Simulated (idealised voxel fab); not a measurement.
The process module presented herein is designated voxel wiring stack.
It is cross-section cut that appears here, measuring 145 nm in width, its square cells being 5 nm in size.
Throughout this document, each cross-section is represented as a grid of square cells and is presented as a sequence of bands enumerated from the top downward, where a band comprises one or more rows of cells.
Quick guide to a band line: top height, bottom height (nm) up front; then every material left to right with its width in nm. Only one material and it's marked "all across"? Then it fills the band edge to edge. And "air" just means empty space.
Zero point of the height axis is 0; under it, received wafer = one material. Lowest band: continues down indefinitely, "0 and below".
The width entry "30 to 40" should be interpreted row by row: the top row of cells in the band takes the first number, the bottom row takes the second number, and the change between adjacent rows is uniform throughout.
For the purposes of this document, the phrase "same as before" attached to a step denotes that no cell within the cross-section was modified by that step.
"Fully sealed cavities" - sealed voids, min. 8 cells, no opening to top; format: width x height at distance (distance from left edge; nm throughout).
Whatever follows a step's settings on its line is a remark the simulator itself makes about that step.
overlay nm: where the mask lay relative to plan, measured to the right, on steps with a mask; negatives go left.

Planned process steps
1. RECEIVE (material Si)
2. CONFORMAL_DEP (material SiO2; thk nm 15)
3. CONFORMAL_DEP (material SiN; thk nm 5)
4. DIRECTIONAL_DEP (material lowk; thk nm 15)
5. PATTERN (tone open; mask id METAL_1; material resist; width nm 25; pitch nm 45; thk nm 20; overlay nm 0)
6. DIRECTIONAL_ETCH (etch materials lowk; depth nm 15)
7. DIRECTIONAL_ETCH (etch materials SiN; depth nm 5)
8. STRIP (etch materials resist)
9. CONFORMAL_DEP (material TiN; thk nm 5)
10. FILL_DEP (material W; thk nm 5)
11. CMP (height nm 35)
12. CONFORMAL_DEP (material SiCN; thk nm 5)
13. DIRECTIONAL_DEP (material lowk; thk nm 15)
14. PATTERN (tone open; mask id PLUG_1; material resist; width nm 15; thk nm 20; overlay nm 0)
15. DIRECTIONAL_ETCH (etch materials lowk; depth nm 15)
16. DIRECTIONAL_ETCH (etch materials SiCN; depth nm 5)
17. STRIP (etch materials resist)
18. EPI (material Ru; thk nm 10)
19. EPI (material Ru; thk nm 10)
20. DIRECTIONAL_DEP (material TiN; thk nm 5)
21. DIRECTIONAL_DEP (material W; thk nm 25)
22. DIRECTIONAL_DEP (material aC; thk nm 15)
23. PATTERN (tone cover; mask id METAL_2; material resist; width nm 25; pitch nm 45; thk nm 35; overlay nm 0)
24. DIRECTIONAL_ETCH (etch materials aC; depth nm 15)
25. STRIP (etch materials resist)
26. DIRECTIONAL_ETCH (etch materials W; depth nm 25)
27. DIRECTIONAL_ETCH (etch materials TiN; depth nm 5)
28. STRIP (etch materials aC)
29. FILL_DEP (material lowk; thk nm 5)
30. CMP (height nm 85)
31. CONFORMAL_DEP (material SiN; thk nm 5)

The cross-section here shows the wafer as received, i.e. in its state after step 1
0 and below | Si all across
Fully sealed cavities: none

The plan above was carried out on the starting structure above with one mistake, and this cross-section shows the wafer at the end of the module
90 down to 85 | SiN all across
85 down to 75 | lowk 35 | W 25 | lowk 20 | W 25 | lowk 40
75 down to 70 | lowk 35 | W 15 | TiN 10 | lowk 20 | TiN 25 | lowk 40
70 down to 60 | lowk 35 | W 15 | lowk 95
60 down to 55 | lowk 35 | TiN 15 | lowk 95
55 down to 40 | lowk all across
40 down to 35 | SiCN all across
35 down to 20 | lowk 35 | TiN 5 | W 15 | TiN 5 | lowk 20 | TiN 5 | W 15 | TiN 5 | lowk 40
20 down to 15 | SiN 35 | TiN 25 | SiN 20 | TiN 25 | SiN 40
15 down to 0 | SiO2 all across
0 and below | Si all across
Fully sealed cavities: none
It is concluded that the wafer was processed incorrectly with respect to the plan, in that plan step 13 was twice executed
